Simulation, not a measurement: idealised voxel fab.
Presented below is a process module, voxel local oxidation.
Each square cell in cross-section cut measures 5 nm, and the section as a whole is 165 nm wide.
Cross-section spec: square-cell grid; bands listed top down; each band is one or more rows.
First you get the band's top height and its bottom height, in nm, and then the materials it's made of, left to right, with each width in nm. If you see a single material with "throughout", that one covers the band edge to edge. "empty" is empty space.
For the purposes of this specification, 0 denotes the height below which the wafer in its as-received condition is composed wholly of one material, and the lowermost band, lacking a lower limit, extends downward without end, as expressed in "0 -> down".
Think of "30->40" as a width that walks from the first number to the second as you go down the band, top row to bottom row, taking equal-sized steps from row to row.
It should be understood that the words "changes: none", when stated for a given step, signify that the cross-section underwent no change in any of its cells during that step.
"Voids lacking openings" specifies each empty space that is not open to the top and that occupies no fewer than 8 cells, using the form width x height at distance, the distance measured from the left edge and all three quantities in nm.
Where a step's line continues beyond its settings, the continuation is a remark by the simulator itself on that step.
A step's line can hold "overlay nm"; with a mask on that step, the setting says how far right of the planned place the mask lay, while a negative setting says it lay to the left.
Process steps - plan
1. RECEIVE with material Si
2. OXIDIZE with depth nm 5
3. CONFORMAL_DEP with material SiN, thk nm 10
4. PATTERN with tone cover, mask id ACTIVE, material resist, width nm 105, thk nm 15, overlay nm 0
5. DIRECTIONAL_ETCH with etch materials SiN, depth nm 10
6. STRIP with etch materials resist
7. SELECTIVE_ETCH with etch materials SiO2, depth nm 5
8. OXIDIZE with depth nm 15
9. STRIP with etch materials SiN
First of the two wafers, run per plan
Step 1 complete: cross-section of the wafer as received
> 0 -> down | Si throughout
> Voids lacking openings: none
Upon completion of step 2, the wafer appears in cross-section as shown
> 0 -> -5 | SiO2 throughout
> For the remainder of the cross-section, below -5, there is no change.
Upon completion of step 3, the wafer appears in cross-section as shown
> 10 -> 0 | SiN throughout
> For the remainder of the cross-section, below 0, there is no change.
Upon completion of step 4, the wafer appears in cross-section as shown
> 25 -> 10 | 30 nm empty, then 105 nm resist, then 30 nm empty
> For the remainder of the cross-section, below 10, there is no change.
Upon completion of step 5, the wafer appears in cross-section as shown
> 25 -> 10 | 30 nm empty, then 105 nm resist, then 30 nm empty
> 10 -> 0 | 30 nm empty, then 105 nm SiN, then 30 nm empty
> For the remainder of the cross-section, below 0, there is no change.
Upon completion of step 6, the wafer appears in cross-section as shown
> 10 -> 0 | 30 nm empty, then 105 nm SiN, then 30 nm empty
> For the remainder of the cross-section, below 0, there is no change.
Upon completion of step 7, the wafer appears in cross-section as shown
> 10 -> 0 | 30 nm empty, then 105 nm SiN, then 30 nm empty
> 0 -> -5 | 35 nm empty, then 95 nm SiO2, then 35 nm empty
> For the remainder of the cross-section, below -5, there is no change.
Upon completion of step 8, the wafer appears in cross-section as shown
> 10 -> 0 | 30 nm empty, then 105 nm SiN, then 30 nm empty
> 0 -> -5 | 35 nm empty, then 95 nm SiO2, then 35 nm empty
> -5 -> -20 | 50 nm SiO2, then 65 nm Si, then 50 nm SiO2
> For the remainder of the cross-section, below -20, there is no change.
Upon completion of step 9, the wafer appears in cross-section as shown
> 0 -> -5 | 35 nm empty, then 95 nm SiO2, then 35 nm empty
> For the remainder of the cross-section, below -5, there is no change.
Second Wafer (Identical Start and Plan, One Processing Error; Matches First Wafer Through Step 3)
Second wafer, cross-section, planned end of step 4
> 25 -> 10 | 30 nm resist, then 105 nm empty, then 30 nm resist
> For the remainder of the cross-section, below 10, there is no change.
Second wafer, cross-section, planned end of step 5
> 25 -> 10 | 30 nm resist, then 105 nm empty, then 30 nm resist
> 10 -> 0 | 30 nm SiN, then 105 nm empty, then 30 nm SiN
> For the remainder of the cross-section, below 0, there is no change.
Second wafer, cross-section, planned end of step 6
> 10 -> 0 | 30 nm SiN, then 105 nm empty, then 30 nm SiN
> For the remainder of the cross-section, below 0, there is no change.
Second wafer, cross-section, planned end of step 7
> 10 -> 0 | 30 nm SiN, then 105 nm empty, then 30 nm SiN
> 0 -> -5 | 25 nm SiO2, then 115 nm empty, then 25 nm SiO2
> For the remainder of the cross-section, below -5, there is no change.
Second wafer, cross-section, planned end of step 8
> 10 -> 0 | 30 nm SiN, then 105 nm empty, then 30 nm SiN
> 0 -> -5 | 25 nm SiO2, then 115 nm empty, then 25 nm SiO2
> -5 -> -20 | 10 nm Si, then 145 nm SiO2, then 10 nm Si
> For the remainder of the cross-section, below -20, there is no change.
Second wafer, cross-section, planned end of step 9
> 0 -> -5 | 25 nm SiO2, then 115 nm empty, then 25 nm SiO2
> For the remainder of the cross-section, below -5, there is no change.
Plan not followed: not per plan at step 4, really ran PATTERN with tone open, mask id ACTIVE, material resist, width nm 105, thk nm 15, overlay nm 0
In the final state, the cell counts of the second wafer exceed or fall short of those of the first for the following materials: Si: 27 fewer; SiO2: 18 more
